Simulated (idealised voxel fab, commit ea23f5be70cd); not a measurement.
process module | voxel released beams
cross-section cut | 265 nm wide | cells 5 nm
A cross-section is a grid of square cells, given in bands from the top down. A band is one or more rows of cells.
Each band's line starts with the height of the band's top and of its bottom, in nm. Then come its materials from left to right, each with its width in nm. One material with "throughout" fills the band from edge to edge. "air" is empty space.
Height 0 is the level under which the wafer as received is all one material. The lowest band goes on downwards, as in "0 down".
A width such as "30 to 40" changes by the same amount from each row of cells to the next, from the band's top row to its bottom row.
"no change" after a step means that no cell of the cross-section changed.
closed voids: empty space of 8 cells or more with no open way to the top, each as width x height at its distance from the left edge, in nm
after a step's settings: what the simulator itself notes on the step
overlay nm, on a step with a mask: how far to the right of its planned place the mask lay; to the left if negative
plan
1 op RECEIVE | material Si
2 op CONFORMAL_DEP | material SiN | thk nm 10
3 op DIRECTIONAL_DEP | material SiO2 | thk nm 15
4 op DIRECTIONAL_DEP | material aC | thk nm 15
5 op PATTERN | tone open | mask id ANCHOR | material resist | width nm 25 | thk nm 35 | overlay nm 0
6 op DIRECTIONAL_ETCH | etch materials aC | depth nm 15
7 op STRIP | etch materials resist
8 op DIRECTIONAL_ETCH | etch materials SiO2 | depth nm 15
9 op STRIP | etch materials aC
10 op CONFORMAL_DEP | material polySi | thk nm 10
11 op PATTERN | tone cover | mask id BEAM | material resist | width nm 70 | thk nm 20 | overlay nm 0
12 op DIRECTIONAL_ETCH | etch materials polySi | depth nm 10
13 op STRIP | etch materials resist
14 op STRIP | etch materials SiO2
as received, after step 1
  0 down: Si throughout
  closed voids: none
a wafer at the end: this start, this plan, one mistake
  35 to 25: air 95 | polySi 70 | air 100
  25 to 15: SiN throughout
  15 to 0: SiO2 throughout
  0 down: Si throughout
  closed voids: none
what went wrong: steps 2 and 3 were swapped
